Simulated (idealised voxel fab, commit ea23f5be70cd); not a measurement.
Process module in this document: voxel transistor to metal
Cross-section cut: width 185 nm, square cells of 5 nm.
Just so we're on the same page, the cross-sections are grids of square cells, and they're listed out in bands top to bottom, each band one or more rows deep. Quick guide to a band line: top height, bottom height (nm) up front; then every material left to right with its width in nm. Only one material and it's marked "all across"? Then it fills the band edge to edge. And "blank" just means empty space. All heights in this document are referenced to 0, defined as the level beneath which the wafer, as received, consists entirely of one material. The lowest band is not bounded below; it extends indefinitely downward and is written in the form "top 0, no bottom". A two-number width, for instance "30..40", indicates that the width is equal to the first number in the top row of the band and to the second number in the bottom row, and that it changes by a constant amount per row of cells. It should be understood that the words "stayed the same", when stated for a given step, signify that the cross-section underwent no change in any of its cells during that step. Any empty space of 8 cells or more lacking an open way to the top shows up in "Sealed void list" as width x height at distance, distance from the left edge, in nm. On each step's line, the part that comes after the settings is the simulator's own comment on the step. "overlay nm" denotes, for a step that has a mask, the displacement of the mask to the right of its planned place, with negative values corresponding to the left.

[Below is the list of planned process steps]
1) RECEIVE | material Si
2) CONFORMAL_DEP | material SiO2 | thk nm 5
3) CONFORMAL_DEP | material SiN | thk nm 10
4) MASKED_ETCH | tone cover | mask id ACTIVE | width nm 105 | etch materials SiN | depth nm 10 | overlay nm 0
5) MASKED_ETCH | tone cover | mask id ACTIVE | width nm 105 | etch materials SiO2 | depth nm 5 | overlay nm 0
6) MASKED_ETCH | tone cover | mask id ACTIVE | width nm 105 | etch materials Si | depth nm 20 | overlay nm 0
7) OXIDIZE | depth nm 5
8) FILL_DEP | material SiO2 | thk nm 5
9) CMP | height nm 15
10) SELECTIVE_ETCH | etch materials SiO2 | depth nm 10
11) STRIP | etch materials SiN
12) SELECTIVE_ETCH | etch materials SiO2 | depth nm 5
13) OXIDIZE | depth nm 5
14) DIRECTIONAL_DEP | material polySi | thk nm 25
15) DIRECTIONAL_DEP | material SiCN | thk nm 15
16) DIRECTIONAL_DEP | material aC | thk nm 10
17) PATTERN | tone cover | mask id GATE | material resist | width nm 15 | thk nm 30 | overlay nm 0
18) DIRECTIONAL_ETCH | etch materials aC | depth nm 10
19) STRIP | etch materials resist
20) DIRECTIONAL_ETCH | etch materials SiCN | depth nm 25
21) DIRECTIONAL_ETCH | etch materials polySi | depth nm 35
22) STRIP | etch materials aC
23) CONFORMAL_DEP | material SiO2 | thk nm 5
24) DIRECTIONAL_ETCH | etch materials SiO2 | depth nm 5
25) CONFORMAL_DEP | material SiN | thk nm 5
26) DIRECTIONAL_ETCH | etch materials SiN | depth nm 5
27) DIRECTIONAL_ETCH | etch materials SiO2 | depth nm 5
28) DIRECTIONAL_ETCH | etch materials Si | depth nm 5
29) EPI | material pSi | thk nm 10
30) FILL_DEP | material SiO2 | thk nm 10
31) CMP | height nm 40
32) DIRECTIONAL_DEP | material SiO2 | thk nm 10
33) PATTERN | tone open | mask id CONTACT | material resist | width nm 20 | pitch nm 75 | thk nm 15 | overlay nm 0
34) DIRECTIONAL_ETCH | etch materials SiO2 | depth nm 50
35) STRIP | etch materials resist
36) CONFORMAL_DEP | material TiN | thk nm 5
37) FILL_DEP | material W | thk nm 10
38) CMP | height nm 50
39) DIRECTIONAL_DEP | material TiN | thk nm 5
40) DIRECTIONAL_DEP | material Ru | thk nm 25
41) DIRECTIONAL_DEP | material aC | thk nm 10
42) PATTERN | tone cover | mask id METAL_1 | material resist | width nm 20 | pitch nm 75 | thk nm 30 | overlay nm 0
43) DIRECTIONAL_ETCH | etch materials aC | depth nm 10
44) STRIP | etch materials resist
45) DIRECTIONAL_ETCH | etch materials Ru | depth nm 25
46) DIRECTIONAL_ETCH | etch materials TiN | depth nm 5
47) STRIP | etch materials aC
48) CONFORMAL_DEP | material SiN | thk nm 5
49) FILL_DEP | material lowk | thk nm 5
50) CMP | height nm 80
51) CONFORMAL_DEP | material SiCN | thk nm 5

[On the first of the two wafers: run conducted according to plan]

[As-received wafer cross-section (after step 1)]
> top 0, no bottom  Si all across
> Sealed void list: none

[Sectional view: wafer, after step 2]
> top 5, bottom 0  SiO2 all across
> Nothing below the height 0 has changed.

[Sectional view: wafer, after step 3]
> top 15, bottom 5  SiN all across
> Nothing below the height 5 has changed.

[Sectional view: wafer, after step 4]
> top 15, bottom 5  blank=40, then SiN=105, then blank=40
> Nothing below the height 5 has changed.

[Sectional view: wafer, after step 5]
> top 15, bottom 5  blank=40, then SiN=105, then blank=40
> top 5, bottom 0  blank=40, then SiO2=105, then blank=40
> Nothing below the height 0 has changed.

[Sectional view: wafer, after step 6]
> top 15, bottom 5  blank=40, then SiN=105, then blank=40
> top 5, bottom 0  blank=40, then SiO2=105, then blank=40
> top 0, bottom -20  blank=40, then Si=105, then blank=40
> Nothing below the height -20 has changed.

[Sectional view: wafer, after step 7]
> top 15, bottom 5  blank=40, then SiN=105, then blank=40
> top 5, bottom 0  blank=40, then SiO2=105, then blank=40
> top 0, bottom -20  blank=40, then SiO2=5, then Si=95, then SiO2=5, then blank=40
> top -20, bottom -25  SiO2=45, then Si=95, then SiO2=45
> Nothing below the height -25 has changed.

[Sectional view: wafer, after step 8]
> top 20, bottom 15  SiO2 all across
> top 15, bottom 5  SiO2=40, then SiN=105, then SiO2=40
> top 5, bottom 0  SiO2 all across
> top 0, bottom -25  SiO2=45, then Si=95, then SiO2=45
> Nothing below the height -25 has changed.

[Sectional view: wafer, after step 9]
> top 15, bottom 5  SiO2=40, then SiN=105, then SiO2=40
> Nothing below the height 5 has changed.

[Sectional view: wafer, after step 10]
> top 15, bottom 5  blank=40, then SiN=105, then blank=40
> Nothing below the height 5 has changed.

[Sectional view: wafer, after step 11]
> top 5, bottom 0  SiO2 all across
> Nothing below the height 0 has changed.

[Sectional view: wafer, after step 12]
> top 0, bottom -25  SiO2=45, then Si=95, then SiO2=45
> Nothing below the height -25 has changed.

[Sectional view: wafer, after step 13]
> top 0, bottom -5  SiO2 all across
> Nothing below the height -5 has changed.

[Sectional view: wafer, after step 14]
> top 25, bottom 0  polySi all across
> Nothing below the height 0 has changed.

[Sectional view: wafer, after step 15]
> top 40, bottom 25  SiCN all across
> Nothing below the height 25 has changed.

[Sectional view: wafer, after step 16]
> top 50, bottom 40  aC all across
> Nothing below the height 40 has changed.

[Sectional view: wafer, after step 17]
> top 80, bottom 50  blank=85, then resist=15, then blank=85
> Nothing below the height 50 has changed.

[Sectional view: wafer, after step 18]
> top 70, bottom 50  blank=85, then resist=15, then blank=85
> top 50, bottom 40  blank=85, then aC=15, then blank=85
> Nothing below the height 40 has changed.

[Sectional view: wafer, after step 19]
> top 50, bottom 40  blank=85, then aC=15, then blank=85
> Nothing below the height 40 has changed.

[Sectional view: wafer, after step 20]
> top 50, bottom 40  blank=85, then aC=15, then blank=85
> top 40, bottom 25  blank=85, then SiCN=15, then blank=85
> Nothing below the height 25 has changed.

[Sectional view: wafer, after step 21]
> top 50, bottom 40  blank=85, then aC=15, then blank=85
> top 40, bottom 25  blank=85, then SiCN=15, then blank=85
> top 25, bottom 0  blank=85, then polySi=15, then blank=85
> Nothing below the height 0 has changed.

[Sectional view: wafer, after step 22]
> top 40, bottom 25  blank=85, then SiCN=15, then blank=85
> Nothing below the height 25 has changed.

[Sectional view: wafer, after step 23]
> top 45, bottom 40  blank=80, then SiO2=25, then blank=80
> top 40, bottom 25  blank=80, then SiO2=5, then SiCN=15, then SiO2=5, then blank=80
> top 25, bottom 5  blank=80, then SiO2=5, then polySi=15, then SiO2=5, then blank=80
> top 5, bottom 0  SiO2=85, then polySi=15, then SiO2=85
> Nothing below the height 0 has changed.

[Sectional view: wafer, after step 24]
> top 40, bottom 25  blank=80, then SiO2=5, then SiCN=15, then SiO2=5, then blank=80
> top 25, bottom 0  blank=80, then SiO2=5, then polySi=15, then SiO2=5, then blank=80
> Nothing below the height 0 has changed.

[Sectional view: wafer, after step 25]
> top 45, bottom 40  blank=75, then SiN=35, then blank=75
> top 40, bottom 25  blank=75, then SiN=5, then SiO2=5, then SiCN=15, then SiO2=5, then SiN=5, then blank=75
> top 25, bottom 5  blank=75, then SiN=5, then SiO2=5, then polySi=15, then SiO2=5, then SiN=5, then blank=75
> top 5, bottom 0  SiN=80, then SiO2=5, then polySi=15, then SiO2=5, then SiN=80
> Nothing below the height 0 has changed.

[Sectional view: wafer, after step 26]
> top 40, bottom 25  blank=75, then SiN=5, then SiO2=5, then SiCN=15, then SiO2=5, then SiN=5, then blank=75
> top 25, bottom 0  blank=75, then SiN=5, then SiO2=5, then polySi=15, then SiO2=5, then SiN=5, then blank=75
> Nothing below the height 0 has changed.

[Sectional view: wafer, after step 27]
> top 40, bottom 35  blank=75, then SiN=5, then blank=5, then SiCN=15, then blank=5, then SiN=5, then blank=75
> top 35, bottom 25  blank=75, then SiN=5, then SiO2=5, then SiCN=15, then SiO2=5, then SiN=5, then blank=75
> top 25, bottom 0  blank=75, then SiN=5, then SiO2=5, then polySi=15, then SiO2=5, then SiN=5, then blank=75
> top 0, bottom -5  blank=75, then SiO2=35, then blank=75
> Nothing below the height -5 has changed.

[Sectional view: wafer, after step 28]
> top 40, bottom 35  blank=75, then SiN=5, then blank=5, then SiCN=15, then blank=5, then SiN=5, then blank=75
> top 35, bottom 25  blank=75, then SiN=5, then SiO2=5, then SiCN=15, then SiO2=5, then SiN=5, then blank=75
> top 25, bottom 0  blank=75, then SiN=5, then SiO2=5, then polySi=15, then SiO2=5, then SiN=5, then blank=75
> top 0, bottom -5  blank=75, then SiO2=35, then blank=75
> top -5, bottom -10  SiO2=45, then blank=30, then Si=35, then blank=30, then SiO2=45
> Nothing below the height -10 has changed.

[Sectional view: wafer, after step 29]
> top 40, bottom 35  blank=75, then SiN=5, then blank=5, then SiCN=15, then blank=5, then SiN=5, then blank=75
> top 35, bottom 25  blank=75, then SiN=5, then SiO2=5, then SiCN=15, then SiO2=5, then SiN=5, then blank=75
> top 25, bottom 5  blank=75, then SiN=5, then SiO2=5, then polySi=15, then SiO2=5, then SiN=5, then blank=75
> top 5, bottom 0  blank=65, then pSi=10, then SiN=5, then SiO2=5, then polySi=15, then SiO2=5, then SiN=5, then pSi=10, then blank=65
> top 0, bottom -5  blank=40, then pSi=35, then SiO2=35, then pSi=35, then blank=40
> top -5, bottom -10  SiO2=45, then pSi=30, then Si=35, then pSi=30, then SiO2=45
> Nothing below the height -10 has changed.

[Sectional view: wafer, after step 30]
> top 50, bottom 40  SiO2 all across
> top 40, bottom 25  SiO2=75, then SiN=5, then SiO2=5, then SiCN=15, then SiO2=5, then SiN=5, then SiO2=75
> top 25, bottom 5  SiO2=75, then SiN=5, then SiO2=5, then polySi=15, then SiO2=5, then SiN=5, then SiO2=75
> top 5, bottom 0  SiO2=65, then pSi=10, then SiN=5, then SiO2=5, then polySi=15, then SiO2=5, then SiN=5, then pSi=10, then SiO2=65
> top 0, bottom -5  SiO2=40, then pSi=35, then SiO2=35, then pSi=35, then SiO2=40
> Nothing below the height -5 has changed.

[Sectional view: wafer, after step 31]
> top 40, bottom 25  SiO2=75, then SiN=5, then SiO2=5, then SiCN=15, then SiO2=5, then SiN=5, then SiO2=75
> Nothing below the height 25 has changed.

[Sectional view: wafer, after step 32]
> top 50, bottom 40  SiO2 all across
> Nothing below the height 40 has changed.

[Sectional view: wafer, after step 33]
> top 65, bottom 50  resist=45, then blank=20, then resist=55, then blank=20, then resist=45
> Nothing below the height 50 has changed.

[Sectional view: wafer, after step 34]
> top 65, bottom 50  resist=45, then blank=20, then resist=55, then blank=20, then resist=45
> top 50, bottom 40  SiO2=45, then blank=20, then SiO2=55, then blank=20, then SiO2=45
> top 40, bottom 25  SiO2=45, then blank=20, then SiO2=10, then SiN=5, then SiO2=5, then SiCN=15, then SiO2=5, then SiN=5, then SiO2=10, then blank=20, then SiO2=45
> top 25, bottom 5  SiO2=45, then blank=20, then SiO2=10, then SiN=5, then SiO2=5, then polySi=15, then SiO2=5, then SiN=5, then SiO2=10, then blank=20, then SiO2=45
> top 5, bottom 0  SiO2=45, then blank=20, then pSi=10, then SiN=5, then SiO2=5, then polySi=15, then SiO2=5, then SiN=5, then pSi=10, then blank=20, then SiO2=45
> Nothing below the height 0 has changed.

[Sectional view: wafer, after step 35]
> top 50, bottom 40  SiO2=45, then blank=20, then SiO2=55, then blank=20, then SiO2=45
> Nothing below the height 40 has changed.

[Sectional view: wafer, after step 36]
> top 55, bottom 50  TiN=50, then blank=10, then TiN=65, then blank=10, then TiN=50
> top 50, bottom 40  SiO2=45, then TiN=5, then blank=10, then TiN=5, then SiO2=55, then TiN=5, then blank=10, then TiN=5, then SiO2=45
> top 40, bottom 25  SiO2=45, then TiN=5, then blank=10, then TiN=5, then SiO2=10, then SiN=5, then SiO2=5, then SiCN=15, then SiO2=5, then SiN=5, then SiO2=10, then TiN=5, then blank=10, then TiN=5, then SiO2=45
> top 25, bottom 5  SiO2=45, then TiN=5, then blank=10, then TiN=5, then SiO2=10, then SiN=5, then SiO2=5, then polySi=15, then SiO2=5, then SiN=5, then SiO2=10, then TiN=5, then blank=10, then TiN=5, then SiO2=45
> top 5, bottom 0  SiO2=45, then TiN=20, then pSi=10, then SiN=5, then SiO2=5, then polySi=15, then SiO2=5, then SiN=5, then pSi=10, then TiN=20, then SiO2=45
> Nothing below the height 0 has changed.

[Sectional view: wafer, after step 37]
> top 65, bottom 55  W all across
> top 55, bottom 50  TiN=50, then W=10, then TiN=65, then W=10, then TiN=50
> top 50, bottom 40  SiO2=45, then TiN=5, then W=10, then TiN=5, then SiO2=55, then TiN=5, then W=10, then TiN=5, then SiO2=45
> top 40, bottom 25  SiO2=45, then TiN=5, then W=10, then TiN=5, then SiO2=10, then SiN=5, then SiO2=5, then SiCN=15, then SiO2=5, then SiN=5, then SiO2=10, then TiN=5, then W=10, then TiN=5, then SiO2=45
> top 25, bottom 5  SiO2=45, then TiN=5, then W=10, then TiN=5, then SiO2=10, then SiN=5, then SiO2=5, then polySi=15, then SiO2=5, then SiN=5, then SiO2=10, then TiN=5, then W=10, then TiN=5, then SiO2=45
> Nothing below the height 5 has changed.

[Sectional view: wafer, after step 38]
> top 50, bottom 40  SiO2=45, then TiN=5, then W=10, then TiN=5, then SiO2=55, then TiN=5, then W=10, then TiN=5, then SiO2=45
> Nothing below the height 40 has changed.

[Sectional view: wafer, after step 39]
> top 55, bottom 50  TiN all across
> Nothing below the height 50 has changed.

[Sectional view: wafer, after step 40]
> top 80, bottom 55  Ru all across
> Nothing below the height 55 has changed.

[Sectional view: wafer, after step 41]
> top 90, bottom 80  aC all across
> Nothing below the height 80 has changed.

[Sectional view: wafer, after step 42]
> top 120, bottom 90  blank=45, then resist=20, then blank=55, then resist=20, then blank=45
> Nothing below the height 90 has changed.

[Sectional view: wafer, after step 43]
> top 110, bottom 90  blank=45, then resist=20, then blank=55, then resist=20, then blank=45
> top 90, bottom 80  blank=45, then aC=20, then blank=55, then aC=20, then blank=45
> Nothing below the height 80 has changed.

[Sectional view: wafer, after step 44]
> top 90, bottom 80  blank=45, then aC=20, then blank=55, then aC=20, then blank=45
> Nothing below the height 80 has changed.

[Sectional view: wafer, after step 45]
> top 90, bottom 80  blank=45, then aC=20, then blank=55, then aC=20, then blank=45
> top 80, bottom 55  blank=45, then Ru=20, then blank=55, then Ru=20, then blank=45
> Nothing below the height 55 has changed.

[Sectional view: wafer, after step 46]
> top 90, bottom 80  blank=45, then aC=20, then blank=55, then aC=20, then blank=45
> top 80, bottom 55  blank=45, then Ru=20, then blank=55, then Ru=20, then blank=45
> top 55, bottom 50  blank=45, then TiN=20, then blank=55, then TiN=20, then blank=45
> Nothing below the height 50 has changed.

[Sectional view: wafer, after step 47]
> top 80, bottom 55  blank=45, then Ru=20, then blank=55, then Ru=20, then blank=45
> Nothing below the height 55 has changed.

[Sectional view: wafer, after step 48]
> top 85, bottom 80  blank=40, then SiN=30, then blank=45, then SiN=30, then blank=40
> top 80, bottom 55  blank=40, then SiN=5, then Ru=20, then SiN=5, then blank=45, then SiN=5, then Ru=20, then SiN=5, then blank=40
> top 55, bottom 50  SiN=45, then TiN=20, then SiN=55, then TiN=20, then SiN=45
> Nothing below the height 50 has changed.

[Sectional view: wafer, after step 49]
> top 90, bottom 85  lowk all across
> top 85, bottom 80  lowk=40, then SiN=30, then lowk=45, then SiN=30, then lowk=40
> top 80, bottom 55  lowk=40, then SiN=5, then Ru=20, then SiN=5, then lowk=45, then SiN=5, then Ru=20, then SiN=5, then lowk=40
> Nothing below the height 55 has changed.

[Sectional view: wafer, after step 50]
> top 80, bottom 55  lowk=40, then SiN=5, then Ru=20, then SiN=5, then lowk=45, then SiN=5, then Ru=20, then SiN=5, then lowk=40
> Nothing below the height 55 has changed.

[Sectional view: wafer, after step 51]
> top 85, bottom 80  SiCN all across
> Nothing below the height 80 has changed.

[Second wafer - shared start and plan with the first - one error in running - same as the first up to step 37 inclusive]

[The second wafer cut through, at the time step 38 was supposed to be finished]
> top 60, bottom 55  W all across
> Nothing below the height 55 has changed.

[The second wafer cut through, at the time step 39 was supposed to be finished]
> top 65, bottom 60  TiN all across
> Nothing below the height 60 has changed.

[The second wafer cut through, at the time step 40 was supposed to be finished]
> top 90, bottom 65  Ru all across
> Nothing below the height 65 has changed.

[The second wafer cut through, at the time step 41 was supposed to be finished]
> top 100, bottom 90  aC all across
> Nothing below the height 90 has changed.

[The second wafer cut through, at the time step 42 was supposed to be finished]
> top 130, bottom 100  blank=45, then resist=20, then blank=55, then resist=20, then blank=45
> Nothing below the height 100 has changed.

[The second wafer cut through, at the time step 43 was supposed to be finished]
> top 120, bottom 100  blank=45, then resist=20, then blank=55, then resist=20, then blank=45
> top 100, bottom 90  blank=45, then aC=20, then blank=55, then aC=20, then blank=45
> Nothing below the height 90 has changed.

[The second wafer cut through, at the time step 44 was supposed to be finished]
> top 100, bottom 90  blank=45, then aC=20, then blank=55, then aC=20, then blank=45
> Nothing below the height 90 has changed.

[The second wafer cut through, at the time step 45 was supposed to be finished]
> top 100, bottom 90  blank=45, then aC=20, then blank=55, then aC=20, then blank=45
> top 90, bottom 65  blank=45, then Ru=20, then blank=55, then Ru=20, then blank=45
> Nothing below the height 65 has changed.

[The second wafer cut through, at the time step 46 was supposed to be finished]
> top 100, bottom 90  blank=45, then aC=20, then blank=55, then aC=20, then blank=45
> top 90, bottom 65  blank=45, then Ru=20, then blank=55, then Ru=20, then blank=45
> top 65, bottom 60  blank=45, then TiN=20, then blank=55, then TiN=20, then blank=45
> Nothing below the height 60 has changed.

[The second wafer cut through, at the time step 47 was supposed to be finished]
> top 90, bottom 65  blank=45, then Ru=20, then blank=55, then Ru=20, then blank=45
> Nothing below the height 65 has changed.

[The second wafer cut through, at the time step 48 was supposed to be finished]
> top 95, bottom 90  blank=40, then SiN=30, then blank=45, then SiN=30, then blank=40
> top 90, bottom 65  blank=40, then SiN=5, then Ru=20, then SiN=5, then blank=45, then SiN=5, then Ru=20, then SiN=5, then blank=40
> top 65, bottom 60  SiN=45, then TiN=20, then SiN=55, then TiN=20, then SiN=45
> Nothing below the height 60 has changed.

[The second wafer cut through, at the time step 49 was supposed to be finished]
> top 100, bottom 95  lowk all across
> top 95, bottom 90  lowk=40, then SiN=30, then lowk=45, then SiN=30, then lowk=40
> top 90, bottom 65  lowk=40, then SiN=5, then Ru=20, then SiN=5, then lowk=45, then SiN=5, then Ru=20, then SiN=5, then lowk=40
> Nothing below the height 65 has changed.

[The second wafer cut through, at the time step 50 was supposed to be finished]
> top 80, bottom 65  lowk=40, then SiN=5, then Ru=20, then SiN=5, then lowk=45, then SiN=5, then Ru=20, then SiN=5, then lowk=40
> Nothing below the height 65 has changed.

[The second wafer cut through, at the time step 51 was supposed to be finished]
> top 85, bottom 80  SiCN all across
> Nothing below the height 80 has changed.
Diagnosis: step 38 was processed under conditions differing from the plan, specifically as CMP | height nm 60
Looking at both finished wafers in cells, the second ends up ahead of or behind the first on some materials: Ru -16 | SiN -8 | TiN +33 | W +41 | lowk -50
